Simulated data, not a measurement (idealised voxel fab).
process module | voxel fin reveal
cross-section cut | 270 nm wide | cells 5 nm
A cross-section is a grid of square cells, given in bands from the top down. A band is one or more rows of cells.
Each band's line starts with the height of the band's top and of its bottom, in nm. Then come its materials from left to right, each with its width in nm. One material with "throughout" fills the band from edge to edge. "air" is empty space.
Height 0 is the level under which the wafer as received is all one material. The lowest band goes on downwards, as in "0 down".
A width such as "30 to 40" changes by the same amount from each row of cells to the next, from the band's top row to its bottom row.
"no change" after a step means that no cell of the cross-section changed.
closed voids: empty space of 8 cells or more with no open way to the top, each as width x height at its distance from the left edge, in nm
after a step's settings: what the simulator itself notes on the step
overlay nm, on a step with a mask: how far to the right of its planned place the mask lay; to the left if negative
plan
1 op RECEIVE | material Si
2 op CONFORMAL_DEP | material SiN | thk nm 5
3 op PATTERN | tone cover | mask id FINS | material resist | width nm 15 | pitch nm 45 | thk nm 20 | overlay nm 0
4 op DIRECTIONAL_ETCH | etch materials SiN | depth nm 5
5 op DIRECTIONAL_ETCH | etch materials Si | depth nm 30
6 op STRIP | etch materials resist
7 op FILL_DEP | material SiO2 | thk nm 15
8 op CMP | height nm 5
9 op SELECTIVE_ETCH | etch materials SiO2 | depth nm 15
10 op STRIP | etch materials SiN
11 op CONFORMAL_DEP | material HfO2 | thk nm 5
as received, after step 1
  0 down: Si throughout
  closed voids: none
a wafer at the end: this start, this plan, one mistake
  5 to 0: air 75 | HfO2 25 | air 20 | HfO2 25 | air 20 | HfO2 25 | air 80
  0 to -20: air 75 | HfO2 5 | Si 15 | HfO2 5 | air 20 | HfO2 5 | Si 15 | HfO2 5 | air 20 | HfO2 5 | Si 15 | HfO2 5 | air 80
  -20 to -25: HfO2 80 | Si 15 | HfO2 30 | Si 15 | HfO2 30 | Si 15 | HfO2 85
  -25 to -30: SiO2 80 | Si 15 | SiO2 30 | Si 15 | SiO2 30 | Si 15 | SiO2 85
  -30 down: Si throughout
  closed voids: none
what went wrong: step 9 was run twice
